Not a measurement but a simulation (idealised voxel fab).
Documented hereafter: the process module known as voxel self aligned contacts.
Xsec cut, 215 nm wide, square cell size 5 nm.
Heads up, the way a cross-section reads in here is a grid of square cells, handed over as bands from the top down, with every band being one or more rows of cells. Band: top and bottom heights (nm) first, top before bottom; then materials from left to right, widths in nm. "everywhere" marks a sole material filling the band edge to edge. "empty" denotes empty space. Where do heights start? At 0: under that level the wafer as delivered is made of one material only. And the lowest band has no floor; it just carries on downward, as in "top 0, no bottom". Note: "30->40" means the width goes from the first number (top row of the band) to the second number (bottom row) in equal steps per row of cells. Step note "nothing got changed" = no cross-section cell changed. Entry "Fully closed voids" = empty spaces >= 8 cells with no open way to the top; each as width x height at distance, distance from left edge, all nm. The remark found on a step's line after its settings is issued by the simulator itself and pertains to that step. A step's line can hold "overlay nm"; with a mask on that step, the setting says how far right of the planned place the mask lay, while a negative setting says it lay to the left.

# Intended process steps
step 1: RECEIVE [material Si]
step 2: OXIDIZE [depth nm 5]
step 3: DIRECTIONAL_DEP [material polySi] [thk nm 25]
step 4: DIRECTIONAL_DEP [material SiN] [thk nm 25]
step 5: MASKED_ETCH [tone cover] [mask id GATE] [width nm 25] [pitch nm 65] [etch materials SiN] [depth nm 25] [overlay nm 0]
step 6: MASKED_ETCH [tone cover] [mask id GATE] [width nm 25] [pitch nm 65] [etch materials polySi] [depth nm 25] [overlay nm 0]
step 7: CONFORMAL_DEP [material SiN] [thk nm 10]
step 8: DIRECTIONAL_ETCH [etch materials SiN] [depth nm 10]
step 9: FILL_DEP [material SiO2] [thk nm 15]
step 10: CMP [height nm 55]
step 11: MASKED_ETCH [tone open] [mask id CONTACT] [width nm 50] [pitch nm 65] [etch materials SiO2] [depth nm 60] [overlay nm 0]
step 12: CONFORMAL_DEP [material TiN] [thk nm 5]
step 13: FILL_DEP [material Ru] [thk nm 10]
step 14: CMP [height nm 55]
step 15: CONFORMAL_DEP [material SiCN] [thk nm 5]

# What follows covers the first of two wafers; it ran as planned

# Here's what the wafer looked like in cross-section when it arrived - that's after step 1
- top 0, no bottom: Si everywhere
- Fully closed voids: none

# How the wafer stands in section after step 2
- top 0, bottom -5: SiO2 everywhere
- Below -5, the layers are the same as they were.

# How the wafer stands in section after step 3
- top 25, bottom 0: polySi everywhere
- Below 0, the layers are the same as they were.

# How the wafer stands in section after step 4
- top 50, bottom 25: SiN everywhere
- Below 25, the layers are the same as they were.

# How the wafer stands in section after step 5
- top 50, bottom 25: empty: 30, then SiN: 25, then empty: 40, then SiN: 25, then empty: 40, then SiN: 25, then empty: 30
- Below 25, the layers are the same as they were.

# How the wafer stands in section after step 6
- top 50, bottom 25: empty: 30, then SiN: 25, then empty: 40, then SiN: 25, then empty: 40, then SiN: 25, then empty: 30
- top 25, bottom 0: empty: 30, then polySi: 25, then empty: 40, then polySi: 25, then empty: 40, then polySi: 25, then empty: 30
- Below 0, the layers are the same as they were.

# How the wafer stands in section after step 7
- top 60, bottom 25: empty: 20, then SiN: 45, then empty: 20, then SiN: 45, then empty: 20, then SiN: 45, then empty: 20
- top 25, bottom 10: empty: 20, then SiN: 10, then polySi: 25, then SiN: 10, then empty: 20, then SiN: 10, then polySi: 25, then SiN: 10, then empty: 20, then SiN: 10, then polySi: 25, then SiN: 10, then empty: 20
- top 10, bottom 0: SiN: 30, then polySi: 25, then SiN: 40, then polySi: 25, then SiN: 40, then polySi: 25, then SiN: 30
- Below 0, the layers are the same as they were.

# How the wafer stands in section after step 8
- top 50, bottom 25: empty: 20, then SiN: 45, then empty: 20, then SiN: 45, then empty: 20, then SiN: 45, then empty: 20
- top 25, bottom 0: empty: 20, then SiN: 10, then polySi: 25, then SiN: 10, then empty: 20, then SiN: 10, then polySi: 25, then SiN: 10, then empty: 20, then SiN: 10, then polySi: 25, then SiN: 10, then empty: 20
- Below 0, the layers are the same as they were.

# How the wafer stands in section after step 9
- top 65, bottom 50: SiO2 everywhere
- top 50, bottom 25: SiO2: 20, then SiN: 45, then SiO2: 20, then SiN: 45, then SiO2: 20, then SiN: 45, then SiO2: 20
- top 25, bottom 0: SiO2: 20, then SiN: 10, then polySi: 25, then SiN: 10, then SiO2: 20, then SiN: 10, then polySi: 25, then SiN: 10, then SiO2: 20, then SiN: 10, then polySi: 25, then SiN: 10, then SiO2: 20
- Below 0, the layers are the same as they were.

# How the wafer stands in section after step 10
- top 55, bottom 50: SiO2 everywhere
- Below 50, the layers are the same as they were.

# How the wafer stands in section after step 11
- top 55, bottom 50: SiO2: 50, then empty: 50, then SiO2: 15, then empty: 50, then SiO2: 50
- top 50, bottom 25: SiO2: 20, then SiN: 45, then empty: 20, then SiN: 45, then empty: 20, then SiN: 45, then SiO2: 20
- top 25, bottom 0: SiO2: 20, then SiN: 10, then polySi: 25, then SiN: 10, then empty: 20, then SiN: 10, then polySi: 25, then SiN: 10, then empty: 20, then SiN: 10, then polySi: 25, then SiN: 10, then SiO2: 20
- top 0, bottom -5: SiO2: 65, then empty: 20, then SiO2: 45, then empty: 20, then SiO2: 65
- Below -5, the layers are the same as they were.

# How the wafer stands in section after step 12
- top 60, bottom 55: TiN: 55, then empty: 40, then TiN: 25, then empty: 40, then TiN: 55
- top 55, bottom 50: SiO2: 50, then TiN: 20, then empty: 10, then TiN: 20, then SiO2: 15, then TiN: 20, then empty: 10, then TiN: 20, then SiO2: 50
- top 50, bottom 25: SiO2: 20, then SiN: 45, then TiN: 5, then empty: 10, then TiN: 5, then SiN: 45, then TiN: 5, then empty: 10, then TiN: 5, then SiN: 45, then SiO2: 20
- top 25, bottom 0: SiO2: 20, then SiN: 10, then polySi: 25, then SiN: 10, then TiN: 5, then empty: 10, then TiN: 5, then SiN: 10, then polySi: 25, then SiN: 10, then TiN: 5, then empty: 10, then TiN: 5, then SiN: 10, then polySi: 25, then SiN: 10, then SiO2: 20
- top 0, bottom -5: SiO2: 65, then TiN: 20, then SiO2: 45, then TiN: 20, then SiO2: 65
- Below -5, the layers are the same as they were.

# How the wafer stands in section after step 13
- top 70, bottom 60: Ru everywhere
- top 60, bottom 55: TiN: 55, then Ru: 40, then TiN: 25, then Ru: 40, then TiN: 55
- top 55, bottom 50: SiO2: 50, then TiN: 20, then Ru: 10, then TiN: 20, then SiO2: 15, then TiN: 20, then Ru: 10, then TiN: 20, then SiO2: 50
- top 50, bottom 25: SiO2: 20, then SiN: 45, then TiN: 5, then Ru: 10, then TiN: 5, then SiN: 45, then TiN: 5, then Ru: 10, then TiN: 5, then SiN: 45, then SiO2: 20
- top 25, bottom 0: SiO2: 20, then SiN: 10, then polySi: 25, then SiN: 10, then TiN: 5, then Ru: 10, then TiN: 5, then SiN: 10, then polySi: 25, then SiN: 10, then TiN: 5, then Ru: 10, then TiN: 5, then SiN: 10, then polySi: 25, then SiN: 10, then SiO2: 20
- Below 0, the layers are the same as they were.

# How the wafer stands in section after step 14
- top 55, bottom 50: SiO2: 50, then TiN: 20, then Ru: 10, then TiN: 20, then SiO2: 15, then TiN: 20, then Ru: 10, then TiN: 20, then SiO2: 50
- Below 50, the layers are the same as they were.

# How the wafer stands in section after step 15
- top 60, bottom 55: SiCN everywhere
- Below 55, the layers are the same as they were.

# The second wafer: identical to the first at the outset and in its planned sequence, differing only in that one mistake was made during processing; up to and including step 1, its path is the first wafer's path

Second wafer profile in section, at the moment step 2 of the plan was meant to be complete: nothing got changed

# Second wafer profile in section, at the moment step 3 of the plan was meant to be complete
- top 25, bottom 0: polySi everywhere
- Below 0, the layers are the same as they were.

# Second wafer profile in section, at the moment step 4 of the plan was meant to be complete
- top 50, bottom 25: SiN everywhere
- Below 25, the layers are the same as they were.

# Second wafer profile in section, at the moment step 5 of the plan was meant to be complete
- top 50, bottom 25: empty: 30, then SiN: 25, then empty: 40, then SiN: 25, then empty: 40, then SiN: 25, then empty: 30
- Below 25, the layers are the same as they were.

# Second wafer profile in section, at the moment step 6 of the plan was meant to be complete
- top 50, bottom 25: empty: 30, then SiN: 25, then empty: 40, then SiN: 25, then empty: 40, then SiN: 25, then empty: 30
- top 25, bottom 0: empty: 30, then polySi: 25, then empty: 40, then polySi: 25, then empty: 40, then polySi: 25, then empty: 30
- Below 0, the layers are the same as they were.

# Second wafer profile in section, at the moment step 7 of the plan was meant to be complete
- top 60, bottom 25: empty: 20, then SiN: 45, then empty: 20, then SiN: 45, then empty: 20, then SiN: 45, then empty: 20
- top 25, bottom 10: empty: 20, then SiN: 10, then polySi: 25, then SiN: 10, then empty: 20, then SiN: 10, then polySi: 25, then SiN: 10, then empty: 20, then SiN: 10, then polySi: 25, then SiN: 10, then empty: 20
- top 10, bottom 0: SiN: 30, then polySi: 25, then SiN: 40, then polySi: 25, then SiN: 40, then polySi: 25, then SiN: 30
- Below 0, the layers are the same as they were.

# Second wafer profile in section, at the moment step 8 of the plan was meant to be complete
- top 50, bottom 25: empty: 20, then SiN: 45, then empty: 20, then SiN: 45, then empty: 20, then SiN: 45, then empty: 20
- top 25, bottom 0: empty: 20, then SiN: 10, then polySi: 25, then SiN: 10, then empty: 20, then SiN: 10, then polySi: 25, then SiN: 10, then empty: 20, then SiN: 10, then polySi: 25, then SiN: 10, then empty: 20
- Below 0, the layers are the same as they were.

# Second wafer profile in section, at the moment step 9 of the plan was meant to be complete
- top 65, bottom 50: SiO2 everywhere
- top 50, bottom 25: SiO2: 20, then SiN: 45, then SiO2: 20, then SiN: 45, then SiO2: 20, then SiN: 45, then SiO2: 20
- top 25, bottom 0: SiO2: 20, then SiN: 10, then polySi: 25, then SiN: 10, then SiO2: 20, then SiN: 10, then polySi: 25, then SiN: 10, then SiO2: 20, then SiN: 10, then polySi: 25, then SiN: 10, then SiO2: 20
- Below 0, the layers are the same as they were.

# Second wafer profile in section, at the moment step 10 of the plan was meant to be complete
- top 55, bottom 50: SiO2 everywhere
- Below 50, the layers are the same as they were.

# Second wafer profile in section, at the moment step 11 of the plan was meant to be complete
- top 55, bottom 50: SiO2: 50, then empty: 50, then SiO2: 15, then empty: 50, then SiO2: 50
- top 50, bottom 25: SiO2: 20, then SiN: 45, then empty: 20, then SiN: 45, then empty: 20, then SiN: 45, then SiO2: 20
- top 25, bottom 0: SiO2: 20, then SiN: 10, then polySi: 25, then SiN: 10, then empty: 20, then SiN: 10, then polySi: 25, then SiN: 10, then empty: 20, then SiN: 10, then polySi: 25, then SiN: 10, then SiO2: 20
- Below 0, the layers are the same as they were.

# Second wafer profile in section, at the moment step 12 of the plan was meant to be complete
- top 60, bottom 55: TiN: 55, then empty: 40, then TiN: 25, then empty: 40, then TiN: 55
- top 55, bottom 50: SiO2: 50, then TiN: 20, then empty: 10, then TiN: 20, then SiO2: 15, then TiN: 20, then empty: 10, then TiN: 20, then SiO2: 50
- top 50, bottom 25: SiO2: 20, then SiN: 45, then TiN: 5, then empty: 10, then TiN: 5, then SiN: 45, then TiN: 5, then empty: 10, then TiN: 5, then SiN: 45, then SiO2: 20
- top 25, bottom 5: SiO2: 20, then SiN: 10, then polySi: 25, then SiN: 10, then TiN: 5, then empty: 10, then TiN: 5, then SiN: 10, then polySi: 25, then SiN: 10, then TiN: 5, then empty: 10, then TiN: 5, then SiN: 10, then polySi: 25, then SiN: 10, then SiO2: 20
- top 5, bottom 0: SiO2: 20, then SiN: 10, then polySi: 25, then SiN: 10, then TiN: 20, then SiN: 10, then polySi: 25, then SiN: 10, then TiN: 20, then SiN: 10, then polySi: 25, then SiN: 10, then SiO2: 20
- Below 0, the layers are the same as they were.

# Second wafer profile in section, at the moment step 13 of the plan was meant to be complete
- top 70, bottom 60: Ru everywhere
- top 60, bottom 55: TiN: 55, then Ru: 40, then TiN: 25, then Ru: 40, then TiN: 55
- top 55, bottom 50: SiO2: 50, then TiN: 20, then Ru: 10, then TiN: 20, then SiO2: 15, then TiN: 20, then Ru: 10, then TiN: 20, then SiO2: 50
- top 50, bottom 25: SiO2: 20, then SiN: 45, then TiN: 5, then Ru: 10, then TiN: 5, then SiN: 45, then TiN: 5, then Ru: 10, then TiN: 5, then SiN: 45, then SiO2: 20
- top 25, bottom 5: SiO2: 20, then SiN: 10, then polySi: 25, then SiN: 10, then TiN: 5, then Ru: 10, then TiN: 5, then SiN: 10, then polySi: 25, then SiN: 10, then TiN: 5, then Ru: 10, then TiN: 5, then SiN: 10, then polySi: 25, then SiN: 10, then SiO2: 20
- Below 5, the layers are the same as they were.

# Second wafer profile in section, at the moment step 14 of the plan was meant to be complete
- top 55, bottom 50: SiO2: 50, then TiN: 20, then Ru: 10, then TiN: 20, then SiO2: 15, then TiN: 20, then Ru: 10, then TiN: 20, then SiO2: 50
- Below 50, the layers are the same as they were.

# Second wafer profile in section, at the moment step 15 of the plan was meant to be complete
- top 60, bottom 55: SiCN everywhere
- Below 55, the layers are the same as they were.
Deviation noted in wafer processing: with respect to the plan, step 2 was omitted and not executed
It is noted that, at the conclusion of processing, the second wafer exhibits a higher or lower cell count for certain materials relative to the first: 4 fewer of Ru; 43 more of Si; 35 fewer of SiO2; 4 fewer of TiN
